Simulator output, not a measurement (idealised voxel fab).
The following process module bears the name voxel transistor to metal.
Cross-section cut spans 160 nm and uses square cells 5 nm in size.
Format of a cross-section: grid, square cells. Given as bands. Order: top down. Band: one or more rows of cells.
Band: top height; bottom height; in nm. Then, left to right: material with width in nm, for each material. "edge to edge": a single material spanning edge to edge. "empty": empty space.
Below 0: as-received wafer, all one material; heights counted from there. Lowest band: no bottom, goes on down, written "0..down".
Think of "30 to 40" as a width that walks from the first number to the second as you go down the band, top row to bottom row, taking equal-sized steps from row to row.
A step reported as "no alterations made" is a step in which no cell of the cross-section changed.
"Cavities, sealed" lists enclosed empty spaces (at least 8 cells, no open path upward to the top), each as width x height at distance from the left edge, in nm.
If you see something after the settings on a step's line, that's the simulator's own remark about that step.
Among the settings permitted on a step's line is "overlay nm"; applied to a step with a mask, it specifies the extent to which the mask lay to the right of its planned position, whereas a negative figure signifies a position to the left.

So here's the lineup of process steps we planned:
1) RECEIVE (material Si)
2) OXIDIZE (depth nm 5)
3) CONFORMAL_DEP (material SiN; thk nm 10)
4) MASKED_ETCH (tone cover; mask id ACTIVE; width nm 100; etch materials SiN; depth nm 10; overlay nm 0)
5) MASKED_ETCH (tone cover; mask id ACTIVE; width nm 100; etch materials SiO2; depth nm 5; overlay nm 0)
6) MASKED_ETCH (tone cover; mask id ACTIVE; width nm 100; etch materials Si; depth nm 25; overlay nm 0)
7) OXIDIZE (depth nm 5)
8) FILL_DEP (material SiO2; thk nm 15)
9) CMP (height nm 10)
10) SELECTIVE_ETCH (etch materials SiO2; depth nm 5)
11) STRIP (etch materials SiN)
12) SELECTIVE_ETCH (etch materials SiO2; depth nm 5)
13) OXIDIZE (depth nm 5)
14) DIRECTIONAL_DEP (material polySi; thk nm 30)
15) DIRECTIONAL_DEP (material SiCN; thk nm 10)
16) MASKED_ETCH (tone cover; mask id GATE; width nm 20; etch materials SiCN; depth nm 20; overlay nm 0)
17) MASKED_ETCH (tone cover; mask id GATE; width nm 20; etch materials polySi; depth nm 40; overlay nm 0)
18) CONFORMAL_DEP (material SiN; thk nm 5)
19) DIRECTIONAL_ETCH (etch materials SiN; depth nm 5)
20) DIRECTIONAL_ETCH (etch materials SiO2; depth nm 5)
21) EPI (material pSi; thk nm 5)
22) FILL_DEP (material SiO2; thk nm 10)
23) CMP (height nm 35)
24) DIRECTIONAL_DEP (material SiO2; thk nm 15)
25) MASKED_ETCH (tone open; mask id CONTACT; width nm 15; pitch nm 75; etch materials SiO2; depth nm 55; overlay nm 0)
26) CONFORMAL_DEP (material TiN; thk nm 5)
27) FILL_DEP (material Ru; thk nm 5)
28) CMP (height nm 50)
29) CONFORMAL_DEP (material SiCN; thk nm 5)
30) DIRECTIONAL_DEP (material SiO2; thk nm 25)
31) PATTERN (tone open; mask id METAL_1; material resist; width nm 15; pitch nm 75; thk nm 15; overlay nm 0)
32) DIRECTIONAL_ETCH (etch materials SiO2; depth nm 25)
33) DIRECTIONAL_ETCH (etch materials SiCN; depth nm 5)
34) STRIP (etch materials resist)
35) CONFORMAL_DEP (material TiN; thk nm 5)
36) FILL_DEP (material Ru; thk nm 5)
37) CMP (height nm 80)
38) EPI (material Ru; thk nm 5)
39) FILL_DEP (material SiCN; thk nm 5)

Step 1 complete: cross-section of the wafer as received:
0..down  Si edge to edge
Cavities, sealed: none

Final cross-section, module run with one mistake (start and plan as above):
90..85  SiCN edge to edge
85..80  30 SiCN / 25 Ru / 50 SiCN / 25 Ru / 30 SiCN
80..55  35 SiO2 / 5 TiN / 5 Ru / 5 TiN / 60 SiO2 / 5 TiN / 5 Ru / 5 TiN / 35 SiO2
55..50  35 SiCN / 15 TiN / 60 SiCN / 15 TiN / 35 SiCN
50..35  35 SiO2 / 5 TiN / 5 Ru / 5 TiN / 60 SiO2 / 5 TiN / 5 Ru / 5 TiN / 35 SiO2
35..25  35 SiO2 / 5 TiN / 5 Ru / 5 TiN / 10 SiO2 / 5 SiN / 30 SiCN / 5 SiN / 10 SiO2 / 5 TiN / 5 Ru / 5 TiN / 35 SiO2
25..0  35 SiO2 / 5 TiN / 5 Ru / 5 TiN / 10 SiO2 / 5 SiN / 30 polySi / 5 SiN / 10 SiO2 / 5 TiN / 5 Ru / 5 TiN / 35 SiO2
0..-5  25 SiO2 / 5 SiN / 5 SiO2 / 15 TiN / 10 SiO2 / 5 SiN / 30 polySi / 5 SiN / 10 SiO2 / 15 TiN / 5 SiO2 / 5 SiN / 25 SiO2
-5..-10  30 SiO2 / 30 pSi / 40 SiO2 / 30 pSi / 30 SiO2
-10..-35  35 SiO2 / 90 Si / 35 SiO2
-35..down  Si edge to edge
Cavities, sealed: none
Deviation from plan: so step 16 ended up running with a different setting than we planned, it ran as MASKED_ETCH (tone cover; mask id GATE; width nm 30; etch materials SiCN; depth nm 20; overlay nm 0)
